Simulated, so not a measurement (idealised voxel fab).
process module | voxel capacitor over wiring
cross-section cut | 210 nm wide | cells 5 nm
A cross-section is a grid of square cells, given in bands from the top down. A band is one or more rows of cells.
Each band's line starts with the height of the band's top and of its bottom, in nm. Then come its materials from left to right, each with its width in nm. One material with "throughout" fills the band from edge to edge. "air" is empty space.
Height 0 is the level under which the wafer as received is all one material. The lowest band goes on downwards, as in "0 down".
A width such as "30 to 40" changes by the same amount from each row of cells to the next, from the band's top row to its bottom row.
"no change" after a step means that no cell of the cross-section changed.
closed voids: empty space of 8 cells or more with no open way to the top, each as width x height at its distance from the left edge, in nm
after a step's settings: what the simulator itself notes on the step
overlay nm, on a step with a mask: how far to the right of its planned place the mask lay; to the left if negative
plan
1 op RECEIVE | material Si
2 op CONFORMAL_DEP | material SiO2 | thk nm 10
3 op CONFORMAL_DEP | material SiCN | thk nm 5
4 op DIRECTIONAL_DEP | material lowk | thk nm 15
5 op MASKED_ETCH | tone open | mask id METAL_1 | width nm 30 | pitch nm 95 | etch materials lowk | depth nm 15 | overlay nm 0
6 op MASKED_ETCH | tone open | mask id METAL_1 | width nm 30 | pitch nm 95 | etch materials SiCN | depth nm 5 | overlay nm 0
7 op CONFORMAL_DEP | material TiN | thk nm 5
8 op FILL_DEP | material Ru | thk nm 5
9 op CMP | height nm 30
10 op CONFORMAL_DEP | material SiCN | thk nm 5
11 op DIRECTIONAL_DEP | material lowk | thk nm 15
12 op PATTERN | tone open | mask id PLUG_1 | material resist | width nm 15 | thk nm 15 | overlay nm 0
13 op DIRECTIONAL_ETCH | etch materials lowk | depth nm 15
14 op DIRECTIONAL_ETCH | etch materials SiCN | depth nm 5
15 op STRIP | etch materials resist
16 op CONFORMAL_DEP | material TiN | thk nm 5
17 op FILL_DEP | material Ru | thk nm 10
18 op CMP | height nm 50
19 op DIRECTIONAL_DEP | material TiN | thk nm 5
20 op DIRECTIONAL_DEP | material Al2O3 | thk nm 5
21 op DIRECTIONAL_DEP | material TiN | thk nm 5
22 op PATTERN | tone cover | mask id UPPER_PLATE | material resist | width nm 70 | thk nm 20 | overlay nm 0
23 op DIRECTIONAL_ETCH | etch materials TiN | depth nm 5
24 op DIRECTIONAL_ETCH | etch materials Al2O3 | depth nm 5
25 op STRIP | etch materials resist
26 op MASKED_ETCH | tone cover | mask id LOWER_PLATE | width nm 80 | etch materials TiN | depth nm 5 | overlay nm 0
27 op FILL_DEP | material SiO2 | thk nm 15
28 op CMP | height nm 75
29 op MASKED_ETCH | tone open | mask id PLUG_2 | width nm 15 | etch materials SiO2 | depth nm 10 | overlay nm 0
30 op CONFORMAL_DEP | material TiN | thk nm 5
31 op FILL_DEP | material W | thk nm 10
32 op CMP | height nm 75
33 op CONFORMAL_DEP | material SiCN | thk nm 5
as received, after step 1
  0 down: Si throughout
  closed voids: none
a wafer at the end: this start, this plan, one mistake
  80 to 75: SiCN throughout
  75 to 70: SiO2 65 | TiN 5 | W 5 | TiN 5 | SiO2 130
  70 to 60: SiO2 65 to 55 | TiN 15 to 70 | SiO2 130 to 85
  60 to 55: SiO2 55 | Al2O3 70 | SiO2 85
  55 to 50: SiO2 50 | TiN 80 | SiO2 80
  50 to 35: lowk 50 | TiN 5 | Ru 5 | TiN 5 | lowk 145
  35 to 30: SiCN 50 | TiN 15 | SiCN 145
  30 to 15: lowk 40 | TiN 5 | Ru 20 | TiN 5 | lowk 65 | TiN 5 | Ru 20 | TiN 5 | lowk 45
  15 to 10: SiCN 40 | TiN 30 | SiCN 65 | TiN 30 | SiCN 45
  10 to 0: SiO2 throughout
  0 down: Si throughout
  closed voids: none
what went wrong: step 12 ran as: op PATTERN | tone open | mask id PLUG_1 | material resist | width nm 15 | thk nm 15 | overlay nm -5
